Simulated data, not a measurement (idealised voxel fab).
The name of this process module is voxel transistor to metal.
Cross-sectional view cut (width: 170 nm; square cell size: 5 nm).
Cross-section = grid of square cells, listed top down in bands; band = one or more rows.
Heights first: top, then bottom, in nm. Then materials, left to right, each with a width in nm. "all across" on a single material: fills the band edge to edge. "air": empty space.
We count height from 0. Below that, the starting wafer is all one material. The lowest band never ends at the bottom but goes on down; see "top 0, no bottom" for how that is written.
Note: "30 to 40" means the width goes from the first number (top row of the band) to the second number (bottom row) in equal steps per row of cells.
The cross-section has no changed cell in any step marked "nothing was modified".
The label "Closed-off voids" introduces a list of the empty spaces, 8 cells or larger, that have no open way up to the top; each entry in it reads width x height at distance, where the distance is taken from the left edge and all three are stated in nm.
Where a step's line continues beyond its settings, the continuation is a remark by the simulator itself on that step.
On any step carrying a mask, the "overlay nm" setting, if present on the step's line, tells how far right of its planned place the mask lay; negative values point to the left.
These are the steps we planned for the process
1) RECEIVE | material Si
2) CONFORMAL_DEP | material SiO2 | thk nm 5
3) CONFORMAL_DEP | material SiN | thk nm 15
4) DIRECTIONAL_DEP | material aC | thk nm 10
5) PATTERN | tone cover | mask id ACTIVE | material resist | width nm 130 | thk nm 30 | overlay nm 0
6) DIRECTIONAL_ETCH | etch materials aC | depth nm 10
7) STRIP | etch materials resist
8) DIRECTIONAL_ETCH | etch materials SiN | depth nm 15
9) DIRECTIONAL_ETCH | etch materials SiO2 | depth nm 5
10) DIRECTIONAL_ETCH | etch materials Si | depth nm 30
11) STRIP | etch materials aC
12) OXIDIZE | depth nm 5
13) FILL_DEP | material SiO2 | thk nm 5
14) CMP | height nm 20
15) SELECTIVE_ETCH | etch materials SiO2 | depth nm 5
16) STRIP | etch materials SiN
17) SELECTIVE_ETCH | etch materials SiO2 | depth nm 5
18) OXIDIZE | depth nm 5
19) DIRECTIONAL_DEP | material polySi | thk nm 30
20) DIRECTIONAL_DEP | material SiCN | thk nm 10
21) MASKED_ETCH | tone cover | mask id GATE | width nm 30 | etch materials SiCN | depth nm 20 | overlay nm 0
22) MASKED_ETCH | tone cover | mask id GATE | width nm 30 | etch materials polySi | depth nm 40 | overlay nm 0
23) CONFORMAL_DEP | material SiO2 | thk nm 5
24) DIRECTIONAL_ETCH | etch materials SiO2 | depth nm 5
25) CONFORMAL_DEP | material SiN | thk nm 10
26) DIRECTIONAL_ETCH | etch materials SiN | depth nm 10
27) DIRECTIONAL_ETCH | etch materials SiO2 | depth nm 5
28) EPI | material pSi | thk nm 5
29) FILL_DEP | material SiO2 | thk nm 10
30) CMP | height nm 30
31) STRIP | etch materials polySi
32) SELECTIVE_ETCH | etch materials SiO2 | depth nm 5
33) CONFORMAL_DEP | material HfO2 | thk nm 5
34) CONFORMAL_DEP | material TiN | thk nm 5
35) FILL_DEP | material W | thk nm 10
36) CMP | height nm 25
37) DIRECTIONAL_DEP | material SiO2 | thk nm 15
38) MASKED_ETCH | tone open | mask id CONTACT | width nm 20 | pitch nm 90 | etch materials SiO2 | depth nm 40 | overlay nm 0
39) CONFORMAL_DEP | material TiN | thk nm 5
40) FILL_DEP | material Ru | thk nm 5
41) CMP | height nm 40
42) CONFORMAL_DEP | material SiN | thk nm 5
43) DIRECTIONAL_DEP | material lowk | thk nm 15
44) PATTERN | tone open | mask id METAL_1 | material resist | width nm 20 | pitch nm 90 | thk nm 20 | overlay nm 0
45) DIRECTIONAL_ETCH | etch materials lowk | depth nm 15
46) DIRECTIONAL_ETCH | etch materials SiN | depth nm 5
47) STRIP | etch materials resist
48) CONFORMAL_DEP | material TiN | thk nm 5
49) FILL_DEP | material Cu | thk nm 5
50) CMP | height nm 60
51) CONFORMAL_DEP | material SiCN | thk nm 5
52) DIRECTIONAL_DEP | material SiO2 | thk nm 30
53) PATTERN | tone open | mask id METAL_2 | material resist | width nm 20 | pitch nm 90 | thk nm 20 | overlay nm 0
54) DIRECTIONAL_ETCH | etch materials SiO2 | depth nm 20
55) STRIP | etch materials resist
56) DIRECTIONAL_DEP | material aC | thk nm 10
57) PATTERN | tone open | mask id METAL_2_HOLES | material resist | width nm 15 | pitch nm 90 | thk nm 30 | overlay nm 0
58) DIRECTIONAL_ETCH | etch materials aC | depth nm 10
59) STRIP | etch materials resist
60) DIRECTIONAL_ETCH | etch materials SiO2 | depth nm 10
61) DIRECTIONAL_ETCH | etch materials SiCN | depth nm 5
62) STRIP | etch materials aC
63) CONFORMAL_DEP | material TiN | thk nm 5
64) FILL_DEP | material Cu | thk nm 10
65) CMP | height nm 85
66) CONFORMAL_DEP | material SiCN | thk nm 5
For this document, wafers share an identical start and vary in the step 65 height nm; the plan quotes the first wafer's value.
This is how the first of several wafers looked in cross-section when it arrived, which is after step 1
* top 0, no bottom  Si all across
* Closed-off voids: none
Cross-section of the first of several wafers, taken after step 66, where the module ends
* top 90, bottom 85  SiCN all across
* top 85, bottom 75  30 SiO2 | 5 TiN | 10 to 5 Cu | 5 to 10 TiN | 70 SiO2 | 5 TiN | 10 to 5 Cu | 5 to 10 TiN | 30 SiO2
* top 75, bottom 65  30 SiO2 | 5 TiN | 5 Cu | 5 TiN | 75 SiO2 | 5 TiN | 5 Cu | 5 TiN | 35 SiO2
* top 65, bottom 60  30 SiCN | 15 TiN | 75 SiCN | 15 TiN | 35 SiCN
* top 60, bottom 45  30 lowk | 5 TiN | 10 Cu | 5 TiN | 70 lowk | 5 TiN | 10 Cu | 5 TiN | 30 lowk
* top 45, bottom 40  30 SiN | 20 TiN | 70 SiN | 20 TiN | 30 SiN
* top 40, bottom 25  30 SiO2 | 5 TiN | 10 Ru | 5 TiN | 70 SiO2 | 5 TiN | 10 Ru | 5 TiN | 30 SiO2
* top 25, bottom 10  30 SiO2 | 5 TiN | 10 Ru | 5 TiN | 5 SiO2 | 10 SiN | 5 HfO2 | 5 TiN | 20 W | 5 TiN | 5 HfO2 | 10 SiN | 5 SiO2 | 5 TiN | 10 Ru | 5 TiN | 30 SiO2
* top 10, bottom 5  20 SiO2 | 10 SiN | 5 TiN | 10 Ru | 5 TiN | 5 SiO2 | 10 SiN | 5 HfO2 | 5 TiN | 20 W | 5 TiN | 5 HfO2 | 10 SiN | 5 SiO2 | 5 TiN | 10 Ru | 5 TiN | 10 SiN | 20 SiO2
* top 5, bottom 0  20 SiO2 | 10 SiN | 20 TiN | 5 SiO2 | 10 SiN | 5 HfO2 | 30 TiN | 5 HfO2 | 10 SiN | 5 SiO2 | 20 TiN | 10 SiN | 20 SiO2
* top 0, bottom -5  30 SiO2 | 25 pSi | 10 SiO2 | 40 HfO2 | 10 SiO2 | 25 pSi | 30 SiO2
* top -5, bottom -35  25 SiO2 | 120 Si | 25 SiO2
* top -35, no bottom  Si all across
* Closed-off voids: none
Last wafer at the end
* top 115, bottom 110  SiCN all across
* top 110, bottom 100  Cu all across
* top 100, bottom 95  35 TiN | 10 Cu | 80 TiN | 10 Cu | 35 TiN
* top 95, bottom 80  30 SiO2 | 5 TiN | 10 Cu | 5 TiN | 70 SiO2 | 5 TiN | 10 Cu | 5 TiN | 30 SiO2
* top 80, bottom 75  30 SiO2 | 5 TiN | 5 Cu | 10 TiN | 70 SiO2 | 5 TiN | 5 Cu | 10 TiN | 30 SiO2
* top 75, bottom 65  30 SiO2 | 5 TiN | 5 Cu | 5 TiN | 75 SiO2 | 5 TiN | 5 Cu | 5 TiN | 35 SiO2
* top 65, bottom 60  30 SiCN | 15 TiN | 75 SiCN | 15 TiN | 35 SiCN
* top 60, bottom 45  30 lowk | 5 TiN | 10 Cu | 5 TiN | 70 lowk | 5 TiN | 10 Cu | 5 TiN | 30 lowk
* top 45, bottom 40  30 SiN | 20 TiN | 70 SiN | 20 TiN | 30 SiN
* top 40, bottom 25  30 SiO2 | 5 TiN | 10 Ru | 5 TiN | 70 SiO2 | 5 TiN | 10 Ru | 5 TiN | 30 SiO2
* top 25, bottom 10  30 SiO2 | 5 TiN | 10 Ru | 5 TiN | 5 SiO2 | 10 SiN | 5 HfO2 | 5 TiN | 20 W | 5 TiN | 5 HfO2 | 10 SiN | 5 SiO2 | 5 TiN | 10 Ru | 5 TiN | 30 SiO2
* top 10, bottom 5  20 SiO2 | 10 SiN | 5 TiN | 10 Ru | 5 TiN | 5 SiO2 | 10 SiN | 5 HfO2 | 5 TiN | 20 W | 5 TiN | 5 HfO2 | 10 SiN | 5 SiO2 | 5 TiN | 10 Ru | 5 TiN | 10 SiN | 20 SiO2
* top 5, bottom 0  20 SiO2 | 10 SiN | 20 TiN | 5 SiO2 | 10 SiN | 5 HfO2 | 30 TiN | 5 HfO2 | 10 SiN | 5 SiO2 | 20 TiN | 10 SiN | 20 SiO2
* top 0, bottom -5  30 SiO2 | 25 pSi | 10 SiO2 | 40 HfO2 | 10 SiO2 | 25 pSi | 30 SiO2
* top -5, bottom -35  25 SiO2 | 120 Si | 25 SiO2
* top -35, no bottom  Si all across
* Closed-off voids: none
Per wafer, end of module: cells gained (+) or lost (-) per material since receipt, then closed voids
height nm 85, +22 Cu, +18 HfO2, +28 Ru, -94 Si, +62 SiCN, +54 SiN, +324 SiO2, +94 TiN, +16 W, +78 lowk, +10 pSi, Closed-off voids: none
height nm 90, +26 Cu, +18 HfO2, +28 Ru, -94 Si, +62 SiCN, +54 SiN, +350 SiO2, +98 TiN, +16 W, +78 lowk, +10 pSi, Closed-off voids: none
height nm 95, +30 Cu, +18 HfO2, +28 Ru, -94 Si, +62 SiCN, +54 SiN, +376 SiO2, +102 TiN, +16 W, +78 lowk, +10 pSi, Closed-off voids: none
height nm 100, +34 Cu, +18 HfO2, +28 Ru, -94 Si, +62 SiCN, +54 SiN, +376 SiO2, +132 TiN, +16 W, +78 lowk, +10 pSi, Closed-off voids: none
height nm 105, +68 Cu, +18 HfO2, +28 Ru, -94 Si, +62 SiCN, +54 SiN, +376 SiO2, +132 TiN, +16 W, +78 lowk, +10 pSi, Closed-off voids: none
height nm 110, +102 Cu, +18 HfO2, +28 Ru, -94 Si, +62 SiCN, +54 SiN, +376 SiO2, +132 TiN, +16 W, +78 lowk, +10 pSi, Closed-off voids: none
